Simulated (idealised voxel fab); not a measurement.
A process module follows: voxel capacitor over wiring.
Section shown: cut. Width: 240 nm. Cell size: 5 nm, square.
How to read a cross-section here: the picture is a grid of square cells, written as bands going from the top down, and any band can span one or more rows of cells. Basically the band line says how high the top is and how high the bottom is, in nm, and then what's in it from left to right, every material with its width in nm. Empty space shows up as "air", and if a single material carries "throughout" it runs the full band edge to edge. Heights from 0 (as-received wafer is one material below). Bottom band endless downward, as "0 and below". Graded width ("30->40"): value in top row of band = first number; value in bottom row = second number; row-to-row change constant. For the purposes of this document, the phrase "nothing different" attached to a step denotes that no cell within the cross-section was modified by that step. Under "Closed void inventory" you'll find the enclosed gaps, the ones with no way out to the top, that are 8 cells or bigger; each reads width x height at distance, with distance counted from the left edge, everything in nm. Past the settings on a step's line: simulator remark, on that step. overlay nm: right-of-plan distance of the mask on a masked step; negative values mean left-of-plan.

### Intended process steps
step 1: RECEIVE (material Si)
step 2: CONFORMAL_DEP (material SiO2; thk nm 10)
step 3: DIRECTIONAL_DEP (material TiN; thk nm 5)
step 4: DIRECTIONAL_DEP (material W; thk nm 15)
step 5: DIRECTIONAL_DEP (material aC; thk nm 15)
step 6: PATTERN (tone cover; mask id METAL_1; material resist; width nm 20; pitch nm 70; thk nm 35; overlay nm 0)
step 7: DIRECTIONAL_ETCH (etch materials aC; depth nm 15)
step 8: STRIP (etch materials resist)
step 9: DIRECTIONAL_ETCH (etch materials W; depth nm 15)
step 10: DIRECTIONAL_ETCH (etch materials TiN; depth nm 5)
step 11: STRIP (etch materials aC)
step 12: FILL_DEP (material lowk; thk nm 5)
step 13: CMP (height nm 30)
step 14: CONFORMAL_DEP (material SiCN; thk nm 5)
step 15: DIRECTIONAL_DEP (material lowk; thk nm 10)
step 16: DIRECTIONAL_DEP (material aC; thk nm 10)
step 17: PATTERN (tone open; mask id PLUG_1; material resist; width nm 15; thk nm 30; overlay nm 0)
step 18: DIRECTIONAL_ETCH (etch materials aC; depth nm 10)
step 19: STRIP (etch materials resist)
step 20: DIRECTIONAL_ETCH (etch materials lowk; depth nm 10)
step 21: DIRECTIONAL_ETCH (etch materials SiCN; depth nm 5)
step 22: STRIP (etch materials aC)
step 23: CONFORMAL_DEP (material TiN; thk nm 5)
step 24: FILL_DEP (material W; thk nm 10)
step 25: CMP (height nm 45)
step 26: DIRECTIONAL_DEP (material TiN; thk nm 5)
step 27: DIRECTIONAL_DEP (material SiN; thk nm 5)
step 28: DIRECTIONAL_DEP (material TiN; thk nm 10)
step 29: DIRECTIONAL_DEP (material aC; thk nm 15)
step 30: PATTERN (tone cover; mask id UPPER_PLATE; material resist; width nm 55; thk nm 35; overlay nm 0)
step 31: DIRECTIONAL_ETCH (etch materials aC; depth nm 15)
step 32: STRIP (etch materials resist)
step 33: DIRECTIONAL_ETCH (etch materials TiN; depth nm 10)
step 34: DIRECTIONAL_ETCH (etch materials SiN; depth nm 5)
step 35: STRIP (etch materials aC)
step 36: PATTERN (tone cover; mask id LOWER_PLATE; material resist; width nm 65; thk nm 15; overlay nm 0)
step 37: DIRECTIONAL_ETCH (etch materials TiN; depth nm 5)
step 38: STRIP (etch materials resist)
step 39: FILL_DEP (material SiO2; thk nm 15)
step 40: CMP (height nm 75)
step 41: PATTERN (tone open; mask id PLUG_2; material resist; width nm 15; thk nm 20; overlay nm 0)
step 42: DIRECTIONAL_ETCH (etch materials SiO2; depth nm 10)
step 43: STRIP (etch materials resist)
step 44: CONFORMAL_DEP (material TiN; thk nm 5)
step 45: FILL_DEP (material Ru; thk nm 5)
step 46: CMP (height nm 75)
step 47: CONFORMAL_DEP (material SiCN; thk nm 5)

### Wafer cross-section on receipt, i.e. after step 1
    0 and below  Si throughout
    Closed void inventory: none

### The following cross-section depicts the wafer upon conclusion of the module. Processing commenced from the starting condition illustrated above and adhered to the plan illustrated above, save for one mistake in execution
    80 down to 75  SiCN throughout
    75 down to 70  SiO2 80 | TiN 55 | SiO2 105
    70 down to 65  SiO2 80 | SiN 55 | SiO2 105
    65 down to 60  SiO2 75 | TiN 65 | SiO2 100
    60 down to 50  W throughout
    50 down to 45  TiN 85 | W 5 | TiN 150
    45 down to 35  lowk 80 | TiN 5 | W 5 | TiN 5 | lowk 145
    35 down to 30  SiCN 80 | TiN 15 | SiCN 145
    30 down to 15  lowk 75 | W 20 | lowk 50 | W 20 | lowk 75
    15 down to 10  lowk 75 | TiN 20 | lowk 50 | TiN 20 | lowk 75
    10 down to 0  SiO2 throughout
    0 and below  Si throughout
    Closed void inventory: none
Finding, execution versus plan: yeah, step 25 of the plan got skipped, never ran
